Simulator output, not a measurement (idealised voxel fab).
process module | voxel spacer lines
cross-section cut | 295 nm wide | cells 5 nm
A cross-section is a grid of square cells, given in bands from the top down. A band is one or more rows of cells.
Each band's line starts with the height of the band's top and of its bottom, in nm. Then come its materials from left to right, each with its width in nm. One material with "throughout" fills the band from edge to edge. "air" is empty space.
Height 0 is the level under which the wafer as received is all one material. The lowest band goes on downwards, as in "0 down".
A width such as "30 to 40" changes by the same amount from each row of cells to the next, from the band's top row to its bottom row.
"no change" after a step means that no cell of the cross-section changed.
closed voids: empty space of 8 cells or more with no open way to the top, each as width x height at its distance from the left edge, in nm
after a step's settings: what the simulator itself notes on the step
overlay nm, on a step with a mask: how far to the right of its planned place the mask lay; to the left if negative
plan
1 op RECEIVE | material Si
2 op CONFORMAL_DEP | material Al2O3 | thk nm 10
3 op DIRECTIONAL_DEP | material TiN | thk nm 10
4 op DIRECTIONAL_DEP | material aC | thk nm 20
5 op PATTERN | tone cover | mask id MANDREL | material resist | width nm 25 | pitch nm 70 | thk nm 25 | overlay nm 0
6 op DIRECTIONAL_ETCH | etch materials aC | depth nm 20
7 op STRIP | etch materials resist
8 op CONFORMAL_DEP | material SiO2 | thk nm 5
9 op DIRECTIONAL_ETCH | etch materials SiO2 | depth nm 10
10 op STRIP | etch materials aC
11 op DIRECTIONAL_ETCH | etch materials TiN | depth nm 10
12 op STRIP | etch materials SiO2
13 op FILL_DEP | material SiO2 | thk nm 5
14 op CMP | height nm 20
varied across the wafers: thk nm of step 8. The plan shows the first wafer's value. All wafers start alike
first wafer as received, after step 1
  0 down: Si throughout
  closed voids: none
first wafer at the end, after step 14
  20 to 10: SiO2 60 | TiN 5 | SiO2 25 | TiN 5 | SiO2 35 | TiN 5 | SiO2 25 | TiN 5 | SiO2 35 | TiN 5 | SiO2 25 | TiN 5 | SiO2 60
  10 to 0: Al2O3 throughout
  0 down: Si throughout
  closed voids: none
last wafer at the end
  20 to 10: TiN throughout
  10 to 0: Al2O3 throughout
  0 down: Si throughout
  closed voids: none
each wafer at the end: cells of each material gained (+) or lost (-) since it was received, then its closed voids
thk nm 5 | +118 Al2O3 | +106 SiO2 | +12 TiN | closed voids: none
thk nm 10 | +118 Al2O3 | +94 SiO2 | +24 TiN | closed voids: none
thk nm 15 | +118 Al2O3 | +118 TiN | closed voids: none
thk nm 20 | +118 Al2O3 | +118 TiN | closed voids: none
thk nm 25 | +118 Al2O3 | +118 TiN | closed voids: none
